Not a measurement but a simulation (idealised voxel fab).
The name of this process module is voxel wiring stack.
The width of the displayed cross-section, cut, is 195 nm; its cells are square, with a size of 5 nm.
A cross-section is a grid of square cells, given in bands from the top down. A band is one or more rows of cells. This entry defines a band. It first specifies the height of the band's top and the height of its bottom in nm, and then specifies the band's materials from left to right, stating each material with its width in nm. The word "everywhere" identifies a single material that fills the band from edge to edge, while the word "blank" identifies empty space. Ref level 0: as-received wafer is one material below here. Bottom band extends down with no lower bound ("top 0, no bottom"). When a width is written as two numbers, as in "30 to 40", the first number is the width in the top row of cells of the band and the second is the width in its bottom row, and the width changes by the same amount from each row to the next. "nothing changed", as given for a step, is the statement that not any cell of the cross-section underwent a change during that step. Heads up: "Sealed void inventory" only lists the empty pockets with no open path to the top that are 8 cells or more, and it writes them as width x height at distance, distance from the left edge, in nm. What comes after the settings on a step's line is commentary from the simulator itself on that step. overlay nm: on a step with a mask, how far right of its planned place the mask lay; negative means left.

**The planned process steps are enumerated hereunder**
step 1: RECEIVE | material Si
step 2: CONFORMAL_DEP | material SiO2 | thk nm 15
step 3: DIRECTIONAL_DEP | material TiN | thk nm 5
step 4: DIRECTIONAL_DEP | material W | thk nm 20
step 5: MASKED_ETCH | tone cover | mask id METAL_1 | width nm 25 | pitch nm 55 | etch materials W | depth nm 20 | overlay nm 0
step 6: MASKED_ETCH | tone cover | mask id METAL_1 | width nm 25 | pitch nm 55 | etch materials TiN | depth nm 5 | overlay nm 0
step 7: CONFORMAL_DEP | material SiN | thk nm 5
step 8: FILL_DEP | material lowk | thk nm 5
step 9: CMP | height nm 40
step 10: CONFORMAL_DEP | material SiCN | thk nm 5
step 11: DIRECTIONAL_DEP | material SiO2 | thk nm 15
step 12: DIRECTIONAL_DEP | material aC | thk nm 10
step 13: PATTERN | tone open | mask id PLUG_1 | material resist | width nm 15 | thk nm 25 | overlay nm 0
step 14: DIRECTIONAL_ETCH | etch materials aC | depth nm 10
step 15: STRIP | etch materials resist
step 16: DIRECTIONAL_ETCH | etch materials SiO2 | depth nm 15
step 17: DIRECTIONAL_ETCH | etch materials SiCN | depth nm 5
step 18: STRIP | etch materials aC
step 19: EPI | material Ru | thk nm 10
step 20: EPI | material Ru | thk nm 10
step 21: CONFORMAL_DEP | material SiN | thk nm 5
step 22: DIRECTIONAL_DEP | material SiO2 | thk nm 25
step 23: PATTERN | tone open | mask id METAL_2 | material resist | width nm 25 | pitch nm 55 | thk nm 15 | overlay nm 0
step 24: DIRECTIONAL_ETCH | etch materials SiO2 | depth nm 25
step 25: DIRECTIONAL_ETCH | etch materials SiN | depth nm 5
step 26: STRIP | etch materials resist
step 27: CONFORMAL_DEP | material TiN | thk nm 5
step 28: FILL_DEP | material W | thk nm 10
step 29: CMP | height nm 90
step 30: CONFORMAL_DEP | material SiN | thk nm 5

**as received, after step 1**
top 0, no bottom = Si everywhere
Sealed void inventory: none

**One mistake in running the module, otherwise start and plan as above: cross-section at the end**
top 95, bottom 90 = SiN everywhere
top 90, bottom 65 = W=50, then TiN=5, then SiO2=25, then TiN=5, then W=20, then TiN=5, then SiO2=25, then TiN=5, then W=55
top 65, bottom 60 = TiN=55, then SiN=25, then TiN=30, then SiN=25, then TiN=60
top 60, bottom 45 = SiO2=55, then Ru=15, then SiO2=125
top 45, bottom 40 = SiCN=55, then Ru=15, then SiCN=125
top 40, bottom 20 = lowk=50, then SiN=5, then W=25, then SiN=5, then lowk=20, then SiN=5, then W=25, then SiN=5, then lowk=55
top 20, bottom 15 = SiN=55, then TiN=25, then SiN=30, then TiN=25, then SiN=60
top 15, bottom 0 = SiO2 everywhere
top 0, no bottom = Si everywhere
Sealed void inventory: none
Error vs. plan: rather than as planned, step 23 actually ran as PATTERN | tone cover | mask id METAL_2 | material resist | width nm 25 | pitch nm 55 | thk nm 15 | overlay nm 0
